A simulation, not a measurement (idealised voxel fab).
process module | voxel wiring stack
cross-section cut | 285 nm wide | cells 5 nm
A cross-section is a grid of square cells, given in bands from the top down. A band is one or more rows of cells.
Each band's line starts with the height of the band's top and of its bottom, in nm. Then come its materials from left to right, each with its width in nm. One material with "throughout" fills the band from edge to edge. "air" is empty space.
Height 0 is the level under which the wafer as received is all one material. The lowest band goes on downwards, as in "0 down".
A width such as "30 to 40" changes by the same amount from each row of cells to the next, from the band's top row to its bottom row.
"no change" after a step means that no cell of the cross-section changed.
closed voids: empty space of 8 cells or more with no open way to the top, each as width x height at its distance from the left edge, in nm
after a step's settings: what the simulator itself notes on the step
overlay nm, on a step with a mask: how far to the right of its planned place the mask lay; to the left if negative
plan
1 op RECEIVE | material Si
2 op CONFORMAL_DEP | material SiO2 | thk nm 15
3 op CONFORMAL_DEP | material SiCN | thk nm 5
4 op DIRECTIONAL_DEP | material SiO2 | thk nm 25
5 op PATTERN | tone open | mask id METAL_1 | material resist | width nm 25 | pitch nm 45 | thk nm 20 | overlay nm 0
6 op DIRECTIONAL_ETCH | etch materials SiO2 | depth nm 25
7 op DIRECTIONAL_ETCH | etch materials SiCN | depth nm 5
8 op STRIP | etch materials resist
9 op CONFORMAL_DEP | material TiN | thk nm 5
10 op FILL_DEP | material Cu | thk nm 10
11 op CMP | height nm 45
12 op CONFORMAL_DEP | material SiCN | thk nm 5
13 op DIRECTIONAL_DEP | material lowk | thk nm 35
14 op PATTERN | tone open | mask id METAL_2 | material resist | width nm 25 | pitch nm 45 | thk nm 15 | overlay nm 0
15 op DIRECTIONAL_ETCH | etch materials lowk | depth nm 20
16 op STRIP | etch materials resist
17 op MASKED_ETCH | tone open | mask id METAL_2_HOLES | width nm 15 | etch materials lowk | depth nm 15 | overlay nm 0
18 op MASKED_ETCH | tone open | mask id METAL_2_HOLES | width nm 15 | etch materials SiCN | depth nm 5 | overlay nm 0
19 op CONFORMAL_DEP | material TiN | thk nm 5
20 op FILL_DEP | material Ru | thk nm 10
21 op CMP | height nm 85
22 op CONFORMAL_DEP | material SiN | thk nm 5
as received, after step 1
  0 down: Si throughout
  closed voids: none
a wafer at the end: this start, this plan, one mistake
  90 to 85: SiN throughout
  85 to 75: lowk 100 | TiN 5 | Ru 20 | TiN 5 | lowk 20 | TiN 5 | Ru 15 | TiN 5 | lowk 110
  75 to 70: lowk 100 | TiN 10 | Ru 15 | TiN 5 | lowk 20 | TiN 5 | Ru 15 | TiN 5 | lowk 110
  70 to 65: lowk 105 | TiN 25 | lowk 20 | TiN 25 | lowk 110
  65 to 50: lowk 105 | TiN 10 | lowk 170
  50 to 45: SiCN 105 | TiN 10 | SiCN 170
  45 to 20: SiO2 105 | TiN 5 | Cu 15 | TiN 5 | SiO2 20 | TiN 5 | Cu 15 | TiN 5 | SiO2 110
  20 to 15: SiCN 105 | TiN 25 | SiCN 20 | TiN 25 | SiCN 110
  15 to 0: SiO2 throughout
  0 down: Si throughout
  closed voids: none
what went wrong: step 17 ran as: op MASKED_ETCH | tone open | mask id METAL_2_HOLES | width nm 15 | etch materials lowk | depth nm 15 | overlay nm -5
